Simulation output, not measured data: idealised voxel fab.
Presented below is a process module, voxel double patterning.
Each square cell in cross-section cut measures 5 nm, and the section as a whole is 295 nm wide.
Think of the cross-section as a grid of square cells. We describe it in bands, top to bottom, and each band covers one or more rows of those cells.
First you get the band's top height and its bottom height, in nm, and then the materials it's made of, left to right, with each width in nm. If you see a single material with "full width", that one covers the band edge to edge. "blank" is empty space.
Height 0 is the level under which the wafer as received is all one material. The lowest band goes on downwards, as in "0 -> down".
Quick explanation for "30..40": the width changes in equal steps down the rows of cells, from the first number in the band's top row to the second number in its bottom row.
"all unchanged" -> step changed no cross-section cell.
Empty spaces without an open route to the top, at least 8 cells in extent, make up the entry "Closed internal voids"; each is given as width x height at distance, where the distance is measured from the left edge, and all are in nm.
Heads up: the bit after the settings on a step's line is the simulator's remark on that step.
The "overlay nm" setting may appear on a step's line; for a step that uses a mask, it gives how far to the right of its planned position the mask lay, and a negative value indicates the left.
Process steps foreseen in the plan:
1,RECEIVE | material Si
2,CONFORMAL_DEP | material SiN | thk nm 10
3,DIRECTIONAL_DEP | material SiO2 | thk nm 15
4,DIRECTIONAL_DEP | material SiCN | thk nm 5
5,PATTERN | tone open | mask id FIRST | material resist | width nm 15 | pitch nm 50 | thk nm 15 | overlay nm 0
6,DIRECTIONAL_ETCH | etch materials SiCN | depth nm 5
7,STRIP | etch materials resist
8,DIRECTIONAL_DEP | material aC | thk nm 10
9,PATTERN | tone open | mask id SECOND | material resist | width nm 15 | thk nm 30 | overlay nm 0
10,DIRECTIONAL_ETCH | etch materials aC | depth nm 10
11,STRIP | etch materials resist
12,DIRECTIONAL_ETCH | etch materials SiCN | depth nm 5
13,STRIP | etch materials aC
14,DIRECTIONAL_ETCH | etch materials SiO2 | depth nm 15
15,STRIP | etch materials SiCN
Quick note for whoever runs this: the wafers start identical, but the width nm at step 5 isn't the same across them. The plan just shows what the first wafer had.
Received condition of the first of several wafers, sectioned: post-step 1:
- 0 -> down: Si full width
- Closed internal voids: none
Here is how to read the rows: every wafer has a row, and it shows the wafer at the end of the module, giving for each material how many cells were gained (+) or lost (-) since the wafer was received, then listing its closed voids:
width nm 15; +118 SiN; +150 SiO2; Closed internal voids: none
width nm 20; +118 SiN; +144 SiO2; Closed internal voids: none
width nm 25; +118 SiN; +138 SiO2; Closed internal voids: none
width nm 30; +118 SiN; +132 SiO2; Closed internal voids: none
